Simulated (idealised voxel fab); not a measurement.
Name of the process module below: voxel transistor to metal
Xsec cut, 185 nm wide, square cell size 5 nm.
Throughout this document, each cross-section is represented as a grid of square cells and is presented as a sequence of bands enumerated from the top downward, where a band comprises one or more rows of cells.
The entry gives the band's vertical extent as a top height and a bottom height in nm, then its horizontal make-up as materials from left to right, each with a width in nm. "air" stands for empty space; a single material marked "everywhere" fills the band edge to edge.
All heights in this document are referenced to 0, defined as the level beneath which the wafer, as received, consists entirely of one material. The lowest band is not bounded below; it extends indefinitely downward and is written in the form "0 down".
The expression "30 to 40" gives the width at the extremes of the band, the first number at its top row of cells and the second at its bottom row, with the width changing by equal amounts from each row to the next in between.
Key: "nothing was modified" - step with no changed cell in the cross-section.
You'll see "Unvented internal voids" listing empty spaces that have no way open to the top, as long as they're 8 cells or more; the notation is width x height at distance, where the distance is from the left edge, and all of it is in nm.
Post-settings text on a step line: simulator's own remark regarding the step.
overlay nm: mask offset rightward from planned place, masked step; negative means leftward offset.
The remainder of this document consists of a sequence of paired cross-sections. Each pair presents the cross-section prior to one process step together with the cross-section following it, the latter being rendered only as deep as the lowest band that underwent change. The intervening step, together with its settings, is stated beneath each pair. Because the pairs may originate from different runs of this module on the same starting wafer, a given pair is to be read as continuing from the preceding pair only where its entry headed "Before-step section" so indicates.

Before-step section:
- 0 down = Si everywhere
- Unvented internal voids: none

Section, Post-Step:
- 5 to 0 = SiO2 everywhere
- Everything below 0 is unchanged.
- Unvented internal voids: none
Step, pre vs post cross-sections above: CONFORMAL_DEP with material SiO2, thk nm 5

Before-step section: the pre-step structure is the one depicted after the step in the pair just above.

Section, Post-Step:
- 15 to 5 = SiN everywhere
- Everything below 5 is unchanged.
- Unvented internal voids: none
Step, pre vs post cross-sections above: CONFORMAL_DEP with material SiN, thk nm 10

Before-step section: the pre-step structure is the one depicted after the step in the pair just above.

Section, Post-Step:
- 30 to 15 = 35 of air, 115 of resist, 35 of air
- Everything below 15 is unchanged.
- Unvented internal voids: none
Step, pre vs post cross-sections above: PATTERN with tone cover, mask id ACTIVE, material resist, width nm 115, thk nm 15, overlay nm 0

Before-step section: the pre-step structure is the one depicted after the step in the pair just above.

Section, Post-Step:
- 30 to 15 = 35 of air, 115 of resist, 35 of air
- 15 to 5 = 35 of air, 115 of SiN, 35 of air
- Everything below 5 is unchanged.
- Unvented internal voids: none
Step, pre vs post cross-sections above: DIRECTIONAL_ETCH with etch materials SiN, depth nm 10

Before-step section: the pre-step structure is the one depicted after the step in the pair just above.

Section, Post-Step:
- 30 to 15 = 35 of air, 115 of resist, 35 of air
- 15 to 5 = 35 of air, 115 of SiN, 35 of air
- 5 to 0 = 35 of air, 115 of SiO2, 35 of air
- Everything below 0 is unchanged.
- Unvented internal voids: none
Step, pre vs post cross-sections above: DIRECTIONAL_ETCH with etch materials SiO2, depth nm 5

Before-step section: the pre-step structure is the one depicted after the step in the pair just above.

Section, Post-Step:
- 30 to 15 = 35 of air, 115 of resist, 35 of air
- 15 to 5 = 35 of air, 115 of SiN, 35 of air
- 5 to 0 = 35 of air, 115 of SiO2, 35 of air
- 0 to -20 = 35 of air, 115 of Si, 35 of air
- Everything below -20 is unchanged.
- Unvented internal voids: none
Step, pre vs post cross-sections above: DIRECTIONAL_ETCH with etch materials Si, depth nm 20

Before-step section: the pre-step structure is the one depicted after the step in the pair just above.

Section, Post-Step:
- 15 to 5 = 35 of air, 115 of SiN, 35 of air
- Everything below 5 is unchanged.
- Unvented internal voids: none
Step, pre vs post cross-sections above: STRIP with etch materials resist

Before-step section: the pre-step structure is the one depicted after the step in the pair just above.

Section, Post-Step:
- 30 to 15 = SiO2 everywhere
- 15 to 5 = 35 of SiO2, 115 of SiN, 35 of SiO2
- 5 to 0 = SiO2 everywhere
- 0 to -20 = 35 of SiO2, 115 of Si, 35 of SiO2
- Everything below -20 is unchanged.
- Unvented internal voids: none
Step, pre vs post cross-sections above: FILL_DEP with material SiO2, thk nm 15

Before-step section: the pre-step structure is the one depicted after the step in the pair just above.

Section, Post-Step:
- 15 to 5 = 35 of SiO2, 115 of SiN, 35 of SiO2
- Everything below 5 is unchanged.
- Unvented internal voids: none
Step, pre vs post cross-sections above: CMP with height nm 15

Before-step section: the pre-step structure is the one depicted after the step in the pair just above.

Section, Post-Step:
- 15 to 5 = 35 of air, 115 of SiN, 35 of air
- Everything below 5 is unchanged.
- Unvented internal voids: none
Step, pre vs post cross-sections above: SELECTIVE_ETCH with etch materials SiO2, depth nm 10

Before-step section: the pre-step structure is the one depicted after the step in the pair just above.

Section, Post-Step:
- 5 to 0 = SiO2 everywhere
- Everything below 0 is unchanged.
- Unvented internal voids: none
Step, pre vs post cross-sections above: STRIP with etch materials SiN

Before-step section: the pre-step structure is the one depicted after the step in the pair just above.

Section, Post-Step:
- 0 to -20 = 35 of SiO2, 115 of Si, 35 of SiO2
- Everything below -20 is unchanged.
- Unvented internal voids: none
Step, pre vs post cross-sections above: SELECTIVE_ETCH with etch materials SiO2, depth nm 5

Before-step section: the pre-step structure is the one depicted after the step in the pair just above.

Section, Post-Step:
- 0 to -5 = SiO2 everywhere
- Everything below -5 is unchanged.
- Unvented internal voids: none
Step, pre vs post cross-sections above: OXIDIZE with depth nm 5

Before-step section: the pre-step structure is the one depicted after the step in the pair just above.

Section, Post-Step:
- 30 to 0 = polySi everywhere
- Everything below 0 is unchanged.
- Unvented internal voids: none
Step, pre vs post cross-sections above: DIRECTIONAL_DEP with material polySi, thk nm 30

Before-step section: the pre-step structure is the one depicted after the step in the pair just above.

Section, Post-Step:
- 45 to 30 = SiCN everywhere
- Everything below 30 is unchanged.
- Unvented internal voids: none
Step, pre vs post cross-sections above: DIRECTIONAL_DEP with material SiCN, thk nm 15

Before-step section: the pre-step structure is the one depicted after the step in the pair just above.

Section, Post-Step:
- 45 to 30 = 80 of air, 25 of SiCN, 80 of air
- Everything below 30 is unchanged.
- Unvented internal voids: none
Step, pre vs post cross-sections above: MASKED_ETCH with tone cover, mask id GATE, width nm 25, etch materials SiCN, depth nm 25, overlay nm 0

Before-step section: the pre-step structure is the one depicted after the step in the pair just above.

Section, Post-Step:
- 45 to 30 = 80 of air, 25 of SiCN, 80 of air
- 30 to 0 = 80 of air, 25 of polySi, 80 of air
- Everything below 0 is unchanged.
- Unvented internal voids: none
Step, pre vs post cross-sections above: MASKED_ETCH with tone cover, mask id GATE, width nm 25, etch materials polySi, depth nm 40, overlay nm 0

Before-step section: the pre-step structure is the one depicted after the step in the pair just above.

Section, Post-Step:
- 50 to 45 = 75 of air, 35 of SiO2, 75 of air
- 45 to 30 = 75 of air, 5 of SiO2, 25 of SiCN, 5 of SiO2, 75 of air
- 30 to 5 = 75 of air, 5 of SiO2, 25 of polySi, 5 of SiO2, 75 of air
- 5 to 0 = 80 of SiO2, 25 of polySi, 80 of SiO2
- Everything below 0 is unchanged.
- Unvented internal voids: none
Step, pre vs post cross-sections above: CONFORMAL_DEP with material SiO2, thk nm 5

Before-step section: the pre-step structure is the one depicted after the step in the pair just above.

Section, Post-Step:
- 45 to 30 = 75 of air, 5 of SiO2, 25 of SiCN, 5 of SiO2, 75 of air
- 30 to 0 = 75 of air, 5 of SiO2, 25 of polySi, 5 of SiO2, 75 of air
- Everything below 0 is unchanged.
- Unvented internal voids: none
Step, pre vs post cross-sections above: DIRECTIONAL_ETCH with etch materials SiO2, depth nm 5

Before-step section: the pre-step structure is the one depicted after the step in the pair just above.

Section, Post-Step:
- 55 to 45 = 65 of air, 55 of SiN, 65 of air
- 45 to 30 = 65 of air, 10 of SiN, 5 of SiO2, 25 of SiCN, 5 of SiO2, 10 of SiN, 65 of air
- 30 to 10 = 65 of air, 10 of SiN, 5 of SiO2, 25 of polySi, 5 of SiO2, 10 of SiN, 65 of air
- 10 to 0 = 75 of SiN, 5 of SiO2, 25 of polySi, 5 of SiO2, 75 of SiN
- Everything below 0 is unchanged.
- Unvented internal voids: none
Step, pre vs post cross-sections above: CONFORMAL_DEP with material SiN, thk nm 10

Before-step section: the pre-step structure is the one depicted after the step in the pair just above.

Section, Post-Step:
- 45 to 30 = 65 of air, 10 of SiN, 5 of SiO2, 25 of SiCN, 5 of SiO2, 10 of SiN, 65 of air
- 30 to 0 = 65 of air, 10 of SiN, 5 of SiO2, 25 of polySi, 5 of SiO2, 10 of SiN, 65 of air
- Everything below 0 is unchanged.
- Unvented internal voids: none
Step, pre vs post cross-sections above: DIRECTIONAL_ETCH with etch materials SiN, depth nm 10

Before-step section: the pre-step structure is the one depicted after the step in the pair just above.

Section, Post-Step:
- 45 to 40 = 65 of air, 10 of SiN, 5 of air, 25 of SiCN, 5 of air, 10 of SiN, 65 of air
- 40 to 30 = 65 of air, 10 of SiN, 5 of SiO2, 25 of SiCN, 5 of SiO2, 10 of SiN, 65 of air
- 30 to 0 = 65 of air, 10 of SiN, 5 of SiO2, 25 of polySi, 5 of SiO2, 10 of SiN, 65 of air
- 0 to -5 = 65 of air, 55 of SiO2, 65 of air
- Everything below -5 is unchanged.
- Unvented internal voids: none
Step, pre vs post cross-sections above: DIRECTIONAL_ETCH with etch materials SiO2, depth nm 5

Before-step section: the pre-step structure is the one depicted after the step in the pair just above.

Section, Post-Step:
- 45 to 40 = 65 of air, 10 of SiN, 5 of air, 25 of SiCN, 5 of air, 10 of SiN, 65 of air
- 40 to 30 = 65 of air, 10 of SiN, 5 of SiO2, 25 of SiCN, 5 of SiO2, 10 of SiN, 65 of air
- 30 to 0 = 65 of air, 10 of SiN, 5 of SiO2, 25 of polySi, 5 of SiO2, 10 of SiN, 65 of air
- 0 to -5 = 65 of air, 55 of SiO2, 65 of air
- -5 to -20 = 35 of SiO2, 30 of air, 55 of Si, 30 of air, 35 of SiO2
- Everything below -20 is unchanged.
- Unvented internal voids: none
Step, pre vs post cross-sections above: DIRECTIONAL_ETCH with etch materials Si, depth nm 15

Before-step section: the pre-step structure is the one depicted after the step in the pair just above.

Section, Post-Step:
- 45 to 40 = 65 of air, 10 of SiN, 5 of air, 25 of SiCN, 5 of air, 10 of SiN, 65 of air
- 40 to 30 = 65 of air, 10 of SiN, 5 of SiO2, 25 of SiCN, 5 of SiO2, 10 of SiN, 65 of air
- 30 to 10 = 65 of air, 10 of SiN, 5 of SiO2, 25 of polySi, 5 of SiO2, 10 of SiN, 65 of air
- 10 to 0 = 50 of air, 15 of pSi, 10 of SiN, 5 of SiO2, 25 of polySi, 5 of SiO2, 10 of SiN, 15 of pSi, 50 of air
- 0 to -5 = 50 of air, 15 of pSi, 55 of SiO2, 15 of pSi, 50 of air
- -5 to -20 = 35 of SiO2, 30 of pSi, 55 of Si, 30 of pSi, 35 of SiO2
- Everything below -20 is unchanged.
- Unvented internal voids: none
Step, pre vs post cross-sections above: EPI with material pSi, thk nm 15

Before-step section: the pre-step structure is the one depicted after the step in the pair just above.

Section, Post-Step:
- 50 to 45 = SiO2 everywhere
- 45 to 30 = 65 of SiO2, 10 of SiN, 5 of SiO2, 25 of SiCN, 5 of SiO2, 10 of SiN, 65 of SiO2
- 30 to 10 = 65 of SiO2, 10 of SiN, 5 of SiO2, 25 of polySi, 5 of SiO2, 10 of SiN, 65 of SiO2
- 10 to 0 = 50 of SiO2, 15 of pSi, 10 of SiN, 5 of SiO2, 25 of polySi, 5 of SiO2, 10 of SiN, 15 of pSi, 50 of SiO2
- 0 to -5 = 50 of SiO2, 15 of pSi, 55 of SiO2, 15 of pSi, 50 of SiO2
- Everything below -5 is unchanged.
- Unvented internal voids: none
Step, pre vs post cross-sections above: FILL_DEP with material SiO2, thk nm 5

Before-step section: the pre-step structure is the one depicted after the step in the pair just above.

Section, Post-Step:
- 30 to 10 = 65 of SiO2, 10 of SiN, 5 of SiO2, 25 of polySi, 5 of SiO2, 10 of SiN, 65 of SiO2
- Everything below 10 is unchanged.
- Unvented internal voids: none
Step, pre vs post cross-sections above: CMP with height nm 30

Before-step section: the pre-step structure is the one depicted after the step in the pair just above.

Section, Post-Step:
- 30 to 10 = 65 of SiO2, 10 of SiN, 5 of SiO2, 25 of air, 5 of SiO2, 10 of SiN, 65 of SiO2
- 10 to 0 = 50 of SiO2, 15 of pSi, 10 of SiN, 5 of SiO2, 25 of air, 5 of SiO2, 10 of SiN, 15 of pSi, 50 of SiO2
- Everything below 0 is unchanged.
- Unvented internal voids: none
Step, pre vs post cross-sections above: STRIP with etch materials polySi

Before-step section: the pre-step structure is the one depicted after the step in the pair just above.

Section, Post-Step:
- 30 to 25 = 65 of air, 10 of SiN, 35 of air, 10 of SiN, 65 of air
- 25 to 10 = 65 of SiO2, 10 of SiN, 35 of air, 10 of SiN, 65 of SiO2
- 10 to 0 = 50 of SiO2, 15 of pSi, 10 of SiN, 35 of air, 10 of SiN, 15 of pSi, 50 of SiO2
- 0 to -5 = 50 of SiO2, 15 of pSi, 10 of SiO2, 35 of air, 10 of SiO2, 15 of pSi, 50 of SiO2
- Everything below -5 is unchanged.
- Unvented internal voids: none
Step, pre vs post cross-sections above: SELECTIVE_ETCH with etch materials SiO2, depth nm 5

Before-step section: the pre-step structure is the one depicted after the step in the pair just above.

Section, Post-Step:
- 35 to 30 = 60 of air, 20 of HfO2, 25 of air, 20 of HfO2, 60 of air
- 30 to 25 = 65 of HfO2, 10 of SiN, 5 of HfO2, 25 of air, 5 of HfO2, 10 of SiN, 65 of HfO2
- 25 to 10 = 65 of SiO2, 10 of SiN, 5 of HfO2, 25 of air, 5 of HfO2, 10 of SiN, 65 of SiO2
- 10 to 0 = 50 of SiO2, 15 of pSi, 10 of SiN, 5 of HfO2, 25 of air, 5 of HfO2, 10 of SiN, 15 of pSi, 50 of SiO2
- 0 to -5 = 50 of SiO2, 15 of pSi, 10 of SiO2, 35 of HfO2, 10 of SiO2, 15 of pSi, 50 of SiO2
- Everything below -5 is unchanged.
- Unvented internal voids: none
Step, pre vs post cross-sections above: CONFORMAL_DEP with material HfO2, thk nm 5

Before-step section: the pre-step structure is the one depicted after the step in the pair just above.

Section, Post-Step:
- 40 to 35 = 55 of air, 30 of TiN, 15 of air, 30 of TiN, 55 of air
- 35 to 30 = 60 of TiN, 20 of HfO2, 5 of TiN, 15 of air, 5 of TiN, 20 of HfO2, 60 of TiN
- 30 to 25 = 65 of HfO2, 10 of SiN, 5 of HfO2, 5 of TiN, 15 of air, 5 of TiN, 5 of HfO2, 10 of SiN, 65 of HfO2
- 25 to 10 = 65 of SiO2, 10 of SiN, 5 of HfO2, 5 of TiN, 15 of air, 5 of TiN, 5 of HfO2, 10 of SiN, 65 of SiO2
- 10 to 5 = 50 of SiO2, 15 of pSi, 10 of SiN, 5 of HfO2, 5 of TiN, 15 of air, 5 of TiN, 5 of HfO2, 10 of SiN, 15 of pSi, 50 of SiO2
- 5 to 0 = 50 of SiO2, 15 of pSi, 10 of SiN, 5 of HfO2, 25 of TiN, 5 of HfO2, 10 of SiN, 15 of pSi, 50 of SiO2
- Everything below 0 is unchanged.
- Unvented internal voids: none
Step, pre vs post cross-sections above: CONFORMAL_DEP with material TiN, thk nm 5

Before-step section: the pre-step structure is the one depicted after the step in the pair just above.

Section, Post-Step:
- 45 to 40 = W everywhere
- 40 to 35 = 55 of W, 30 of TiN, 15 of W, 30 of TiN, 55 of W
- 35 to 30 = 60 of TiN, 20 of HfO2, 5 of TiN, 15 of W, 5 of TiN, 20 of HfO2, 60 of TiN
- 30 to 25 = 65 of HfO2, 10 of SiN, 5 of HfO2, 5 of TiN, 15 of W, 5 of TiN, 5 of HfO2, 10 of SiN, 65 of HfO2
- 25 to 10 = 65 of SiO2, 10 of SiN, 5 of HfO2, 5 of TiN, 15 of W, 5 of TiN, 5 of HfO2, 10 of SiN, 65 of SiO2
- 10 to 5 = 50 of SiO2, 15 of pSi, 10 of SiN, 5 of HfO2, 5 of TiN, 15 of W, 5 of TiN, 5 of HfO2, 10 of SiN, 15 of pSi, 50 of SiO2
- Everything below 5 is unchanged.
- Unvented internal voids: none
Step, pre vs post cross-sections above: FILL_DEP with material W, thk nm 5

Before-step section: the pre-step structure is the one depicted after the step in the pair just above.

Section, Post-Step:
- 25 to 10 = 65 of SiO2, 10 of SiN, 5 of HfO2, 5 of TiN, 15 of W, 5 of TiN, 5 of HfO2, 10 of SiN, 65 of SiO2
- Everything below 10 is unchanged.
- Unvented internal voids: none
Step, pre vs post cross-sections above: CMP with height nm 25

Before-step section: the pre-step structure is the one depicted after the step in the pair just above.

Section, Post-Step:
- 35 to 25 = SiO2 everywhere
- Everything below 25 is unchanged.
- Unvented internal voids: none
Step, pre vs post cross-sections above: DIRECTIONAL_DEP with material SiO2, thk nm 10

Before-step section: the pre-step structure is the one depicted after the step in the pair just above.

Section, Post-Step:
- 35 to 25 = 45 of SiO2, 15 of air, 65 of SiO2, 15 of air, 45 of SiO2
- 25 to 10 = 45 of SiO2, 15 of air, 5 of SiO2, 10 of SiN, 5 of HfO2, 5 of TiN, 15 of W, 5 of TiN, 5 of HfO2, 10 of SiN, 5 of SiO2, 15 of air, 45 of SiO2
- 10 to 5 = 45 of SiO2, 5 of air, 15 of pSi, 10 of SiN, 5 of HfO2, 5 of TiN, 15 of W, 5 of TiN, 5 of HfO2, 10 of SiN, 15 of pSi, 5 of air, 45 of SiO2
- 5 to 0 = 45 of SiO2, 5 of air, 15 of pSi, 10 of SiN, 5 of HfO2, 25 of TiN, 5 of HfO2, 10 of SiN, 15 of pSi, 5 of air, 45 of SiO2
- 0 to -5 = 45 of SiO2, 5 of air, 15 of pSi, 10 of SiO2, 35 of HfO2, 10 of SiO2, 15 of pSi, 5 of air, 45 of SiO2
- Everything below -5 is unchanged.
- Unvented internal voids: none
Step, pre vs post cross-sections above: MASKED_ETCH with tone open, mask id CONTACT, width nm 15, pitch nm 80, etch materials SiO2, depth nm 40, overlay nm 0

Before-step section: the pre-step structure is the one depicted after the step in the pair just above.

Section, Post-Step:
- 40 to 35 = 50 of TiN, 5 of air, 75 of TiN, 5 of air, 50 of TiN
- 35 to 25 = 45 of SiO2, 5 of TiN, 5 of air, 5 of TiN, 65 of SiO2, 5 of TiN, 5 of air, 5 of TiN, 45 of SiO2
- 25 to 15 = 45 of SiO2, 5 of TiN, 5 of air, 5 of TiN, 5 of SiO2, 10 of SiN, 5 of HfO2, 5 of TiN, 15 of W, 5 of TiN, 5 of HfO2, 10 of SiN, 5 of SiO2, 5 of TiN, 5 of air, 5 of TiN, 45 of SiO2
- 15 to 10 = 45 of SiO2, 15 of TiN, 5 of SiO2, 10 of SiN, 5 of HfO2, 5 of TiN, 15 of W, 5 of TiN, 5 of HfO2, 10 of SiN, 5 of SiO2, 15 of TiN, 45 of SiO2
- 10 to 5 = 45 of SiO2, 5 of TiN, 15 of pSi, 10 of SiN, 5 of HfO2, 5 of TiN, 15 of W, 5 of TiN, 5 of HfO2, 10 of SiN, 15 of pSi, 5 of TiN, 45 of SiO2
- 5 to 0 = 45 of SiO2, 5 of TiN, 15 of pSi, 10 of SiN, 5 of HfO2, 25 of TiN, 5 of HfO2, 10 of SiN, 15 of pSi, 5 of TiN, 45 of SiO2
- 0 to -5 = 45 of SiO2, 5 of TiN, 15 of pSi, 10 of SiO2, 35 of HfO2, 10 of SiO2, 15 of pSi, 5 of TiN, 45 of SiO2
- Everything below -5 is unchanged.
- Unvented internal voids: none
Step, pre vs post cross-sections above: CONFORMAL_DEP with material TiN, thk nm 5

Before-step section: the pre-step structure is the one depicted after the step in the pair just above.

Section, Post-Step:
- 50 to 40 = Ru everywhere
- 40 to 35 = 50 of TiN, 5 of Ru, 75 of TiN, 5 of Ru, 50 of TiN
- 35 to 25 = 45 of SiO2, 5 of TiN, 5 of Ru, 5 of TiN, 65 of SiO2, 5 of TiN, 5 of Ru, 5 of TiN, 45 of SiO2
- 25 to 15 = 45 of SiO2, 5 of TiN, 5 of Ru, 5 of TiN, 5 of SiO2, 10 of SiN, 5 of HfO2, 5 of TiN, 15 of W, 5 of TiN, 5 of HfO2, 10 of SiN, 5 of SiO2, 5 of TiN, 5 of Ru, 5 of TiN, 45 of SiO2
- Everything below 15 is unchanged.
- Unvented internal voids: none
Step, pre vs post cross-sections above: FILL_DEP with material Ru, thk nm 10

Before-step section: the pre-step structure is the one depicted after the step in the pair just above.

Section, Post-Step:
- 35 to 25 = 45 of SiO2, 5 of TiN, 5 of Ru, 5 of TiN, 65 of SiO2, 5 of TiN, 5 of Ru, 5 of TiN, 45 of SiO2
- Everything below 25 is unchanged.
- Unvented internal voids: none
Step, pre vs post cross-sections above: CMP with height nm 35

Before-step section: the pre-step structure is the one depicted after the step in the pair just above.

Section, Post-Step:
- 40 to 35 = SiCN everywhere
- Everything below 35 is unchanged.
- Unvented internal voids: none
Step, pre vs post cross-sections above: CONFORMAL_DEP with material SiCN, thk nm 5

Before-step section: the pre-step structure is the one depicted after the step in the pair just above.

Section, Post-Step:
- 55 to 40 = SiO2 everywhere
- Everything below 40 is unchanged.
- Unvented internal voids: none
Step, pre vs post cross-sections above: DIRECTIONAL_DEP with material SiO2, thk nm 15

Before-step section: the pre-step structure is the one depicted after the step in the pair just above.

Section, Post-Step:
- 75 to 55 = 45 of resist, 15 of air, 65 of resist, 15 of air, 45 of resist
- Everything below 55 is unchanged.
- Unvented internal voids: none
Step, pre vs post cross-sections above: PATTERN with tone open, mask id METAL_1, material resist, width nm 15, pitch nm 80, thk nm 20, overlay nm 0

Before-step section: the pre-step structure is the one depicted after the step in the pair just above.

Section, Post-Step:
- 75 to 55 = 45 of resist, 15 of air, 65 of resist, 15 of air, 45 of resist
- 55 to 40 = 45 of SiO2, 15 of air, 65 of SiO2, 15 of air, 45 of SiO2
- Everything below 40 is unchanged.
- Unvented internal voids: none
Step, pre vs post cross-sections above: DIRECTIONAL_ETCH with etch materials SiO2, depth nm 15

Before-step section: the pre-step structure is the one depicted after the step in the pair just above.

Section, Post-Step:
- 75 to 55 = 45 of resist, 15 of air, 65 of resist, 15 of air, 45 of resist
- 55 to 40 = 45 of SiO2, 15 of air, 65 of SiO2, 15 of air, 45 of SiO2
- 40 to 35 = 45 of SiCN, 15 of air, 65 of SiCN, 15 of air, 45 of SiCN
- Everything below 35 is unchanged.
- Unvented internal voids: none
Step, pre vs post cross-sections above: DIRECTIONAL_ETCH with etch materials SiCN, depth nm 5

Before-step section: the pre-step structure is the one depicted after the step in the pair just above.

Section, Post-Step:
- 55 to 40 = 45 of SiO2, 15 of air, 65 of SiO2, 15 of air, 45 of SiO2
- Everything below 40 is unchanged.
- Unvented internal voids: none
Step, pre vs post cross-sections above: STRIP with etch materials resist

Before-step section: the pre-step structure is the one depicted after the step in the pair just above.

Section, Post-Step:
- 60 to 55 = 50 of TiN, 5 of air, 75 of TiN, 5 of air, 50 of TiN
- 55 to 40 = 45 of SiO2, 5 of TiN, 5 of air, 5 of TiN, 65 of SiO2, 5 of TiN, 5 of air, 5 of TiN, 45 of SiO2
- 40 to 35 = 45 of SiCN, 15 of TiN, 65 of SiCN, 15 of TiN, 45 of SiCN
- Everything below 35 is unchanged.
- Unvented internal voids: none
Step, pre vs post cross-sections above: CONFORMAL_DEP with material TiN, thk nm 5

Before-step section: the pre-step structure is the one depicted after the step in the pair just above.

Section, Post-Step:
- 65 to 60 = Cu everywhere
- 60 to 55 = 50 of TiN, 5 of Cu, 75 of TiN, 5 of Cu, 50 of TiN
- 55 to 40 = 45 of SiO2, 5 of TiN, 5 of Cu, 5 of TiN, 65 of SiO2, 5 of TiN, 5 of Cu, 5 of TiN, 45 of SiO2
- Everything below 40 is unchanged.
- Unvented internal voids: none
Step, pre vs post cross-sections above: FILL_DEP with material Cu, thk nm 5

Before-step section: the pre-step structure is the one depicted after the step in the pair just above.

Section, Post-Step:
- 55 to 40 = 45 of SiO2, 5 of TiN, 5 of Cu, 5 of TiN, 65 of SiO2, 5 of TiN, 5 of Cu, 5 of TiN, 45 of SiO2
- Everything below 40 is unchanged.
- Unvented internal voids: none
Step, pre vs post cross-sections above: CMP with height nm 55

Before-step section: the pre-step structure is the one depicted after the step in the pair just above.

Section, Post-Step:
- 60 to 55 = SiN everywhere
- Everything below 55 is unchanged.
- Unvented internal voids: none
Step, pre vs post cross-sections above: CONFORMAL_DEP with material SiN, thk nm 5

Before-step section:
- 50 to 40 = Ru everywhere
- 40 to 35 = 50 of TiN, 5 of Ru, 75 of TiN, 5 of Ru, 50 of TiN
- 35 to 25 = 45 of SiO2, 5 of TiN, 5 of Ru, 5 of TiN, 65 of SiO2, 5 of TiN, 5 of Ru, 5 of TiN, 45 of SiO2
- 25 to 15 = 45 of SiO2, 5 of TiN, 5 of Ru, 5 of TiN, 5 of SiO2, 10 of SiN, 5 of HfO2, 5 of TiN, 15 of W, 5 of TiN, 5 of HfO2, 10 of SiN, 5 of SiO2, 5 of TiN, 5 of Ru, 5 of TiN, 45 of SiO2
- 15 to 10 = 45 of SiO2, 15 of TiN, 5 of SiO2, 10 of SiN, 5 of HfO2, 5 of TiN, 15 of W, 5 of TiN, 5 of HfO2, 10 of SiN, 5 of SiO2, 15 of TiN, 45 of SiO2
- 10 to 5 = 45 of SiO2, 5 of TiN, 15 of pSi, 10 of SiN, 5 of HfO2, 5 of TiN, 15 of W, 5 of TiN, 5 of HfO2, 10 of SiN, 15 of pSi, 5 of TiN, 45 of SiO2
- 5 to 0 = 45 of SiO2, 5 of TiN, 15 of pSi, 10 of SiN, 5 of HfO2, 25 of TiN, 5 of HfO2, 10 of SiN, 15 of pSi, 5 of TiN, 45 of SiO2
- 0 to -5 = 45 of SiO2, 5 of TiN, 15 of pSi, 10 of SiO2, 35 of HfO2, 10 of SiO2, 15 of pSi, 5 of TiN, 45 of SiO2
- -5 to -20 = 35 of SiO2, 30 of pSi, 55 of Si, 30 of pSi, 35 of SiO2
- -20 down = Si everywhere
- Unvented internal voids: none

Section, Post-Step:
- 55 to 50 = SiCN everywhere
- Everything below 50 is unchanged.
- Unvented internal voids: none
Step, pre vs post cross-sections above: CONFORMAL_DEP with material SiCN, thk nm 5

Before-step section: the pre-step structure is the one depicted after the step in the pair just above.

Section, Post-Step:
- 70 to 55 = SiO2 everywhere
- Everything below 55 is unchanged.
- Unvented internal voids: none
Step, pre vs post cross-sections above: DIRECTIONAL_DEP with material SiO2, thk nm 15

Before-step section: the pre-step structure is the one depicted after the step in the pair just above.

Section, Post-Step:
- 90 to 70 = 45 of resist, 15 of air, 65 of resist, 15 of air, 45 of resist
- Everything below 70 is unchanged.
- Unvented internal voids: none
Step, pre vs post cross-sections above: PATTERN with tone open, mask id METAL_1, material resist, width nm 15, pitch nm 80, thk nm 20, overlay nm 0

Before-step section: the pre-step structure is the one depicted after the step in the pair just above.

Section, Post-Step:
- 90 to 70 = 45 of resist, 15 of air, 65 of resist, 15 of air, 45 of resist
- 70 to 55 = 45 of SiO2, 15 of air, 65 of SiO2, 15 of air, 45 of SiO2
- Everything below 55 is unchanged.
- Unvented internal voids: none
Step, pre vs post cross-sections above: DIRECTIONAL_ETCH with etch materials SiO2, depth nm 15

Before-step section: the pre-step structure is the one depicted after the step in the pair just above.

Section, Post-Step:
- 90 to 70 = 45 of resist, 15 of air, 65 of resist, 15 of air, 45 of resist
- 70 to 55 = 45 of SiO2, 15 of air, 65 of SiO2, 15 of air, 45 of SiO2
- 55 to 50 = 45 of SiCN, 15 of air, 65 of SiCN, 15 of air, 45 of SiCN
- Everything below 50 is unchanged.
- Unvented internal voids: none
Step, pre vs post cross-sections above: DIRECTIONAL_ETCH with etch materials SiCN, depth nm 5

Before-step section: the pre-step structure is the one depicted after the step in the pair just above.

Section, Post-Step:
- 70 to 55 = 45 of SiO2, 15 of air, 65 of SiO2, 15 of air, 45 of SiO2
- Everything below 55 is unchanged.
- Unvented internal voids: none
Step, pre vs post cross-sections above: STRIP with etch materials resist

Before-step section: the pre-step structure is the one depicted after the step in the pair just above.

Section, Post-Step:
- 75 to 70 = 50 of TiN, 5 of air, 75 of TiN, 5 of air, 50 of TiN
- 70 to 55 = 45 of SiO2, 5 of TiN, 5 of air, 5 of TiN, 65 of SiO2, 5 of TiN, 5 of air, 5 of TiN, 45 of SiO2
- 55 to 50 = 45 of SiCN, 15 of TiN, 65 of SiCN, 15 of TiN, 45 of SiCN
- Everything below 50 is unchanged.
- Unvented internal voids: none
Step, pre vs post cross-sections above: CONFORMAL_DEP with material TiN, thk nm 5

Before-step section: the pre-step structure is the one depicted after the step in the pair just above.

Section, Post-Step:
- 80 to 75 = Cu everywhere
- 75 to 70 = 50 of TiN, 5 of Cu, 75 of TiN, 5 of Cu, 50 of TiN
- 70 to 55 = 45 of SiO2, 5 of TiN, 5 of Cu, 5 of TiN, 65 of SiO2, 5 of TiN, 5 of Cu, 5 of TiN, 45 of SiO2
- Everything below 55 is unchanged.
- Unvented internal voids: none
Step, pre vs post cross-sections above: FILL_DEP with material Cu, thk nm 5

Before-step section: the pre-step structure is the one depicted after the step in the pair just above.

Section, Post-Step:
- 55 to 50 = 45 of SiCN, 15 of TiN, 65 of SiCN, 15 of TiN, 45 of SiCN
- Everything below 50 is unchanged.
- Unvented internal voids: none
Step, pre vs post cross-sections above: CMP with height nm 55

Before-step section: the pre-step structure is the one depicted after the step in the pair just above.

Section, Post-Step:
- 60 to 55 = SiN everywhere
- Everything below 55 is unchanged.
- Unvented internal voids: none
Step, pre vs post cross-sections above: CONFORMAL_DEP with material SiN, thk nm 5
